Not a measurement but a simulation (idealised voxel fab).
This section sets out a process module, namely voxel tone inversion.
It is cross-section cut that appears here, measuring 220 nm in width, its square cells being 5 nm in size.
Throughout this document, each cross-section is represented as a grid of square cells and is presented as a sequence of bands enumerated from the top downward, where a band comprises one or more rows of cells.
First you get the band's top height and its bottom height, in nm, and then the materials it's made of, left to right, with each width in nm. If you see a single material with "full width", that one covers the band edge to edge. "empty" is empty space.
Note: height 0 marks the level under which the wafer is uniformly one material as received. Lowest band unbounded below, written "from 0 down".
Width spec "30..40" -> top row of cells at first value, bottom row at second value, equal per-row change in between.
When a step is marked "nothing was modified", none of the cells in the cross-section changed during that step.
Under "Unvented cavities" you'll find the enclosed gaps, the ones with no way out to the top, that are 8 cells or bigger; each reads width x height at distance, with distance counted from the left edge, everything in nm.
Step line, after settings: the simulator's comment on this step.
"overlay nm", when on a step's line for a step with a mask, measures how far to the right of its planned place the mask lay; a negative measure means to the left.
-- plan
1,RECEIVE | material Si
2,CONFORMAL_DEP | material SiN | thk nm 5
3,DIRECTIONAL_DEP | material polySi | thk nm 15
4,PATTERN | tone cover | mask id POSTS | material resist | width nm 25 | pitch nm 45 | thk nm 30 | overlay nm 0
5,DIRECTIONAL_ETCH | etch materials polySi | depth nm 25
6,STRIP | etch materials resist
7,FILL_DEP | material SiO2 | thk nm 10
8,CMP | height nm 30
9,STRIP | etch materials polySi
10,CONFORMAL_DEP | material TiN | thk nm 5
11,FILL_DEP | material W | thk nm 5
12,CMP | height nm 30
13,CONFORMAL_DEP | material SiCN | thk nm 5
The wafers in this document start out alike and differ in the thk nm applied at step 3; the plan shows the value used for the first wafer.
-- First wafer of several, as received: cross-section after step 1
from 0 down  Si full width
Unvented cavities: none
-- Table: wafers, a row each; end-of-module cell change per material since receipt, gain (+), loss (-); then closed voids
thk nm 15, +44 SiCN, +44 SiN, +160 SiO2, +60 polySi, Unvented cavities: none
thk nm 20, +44 SiCN, +44 SiN, +140 SiO2, +80 polySi, Unvented cavities: none
thk nm 25, +44 SiCN, +44 SiN, +120 SiO2, +52 TiN, +48 W, Unvented cavities: none
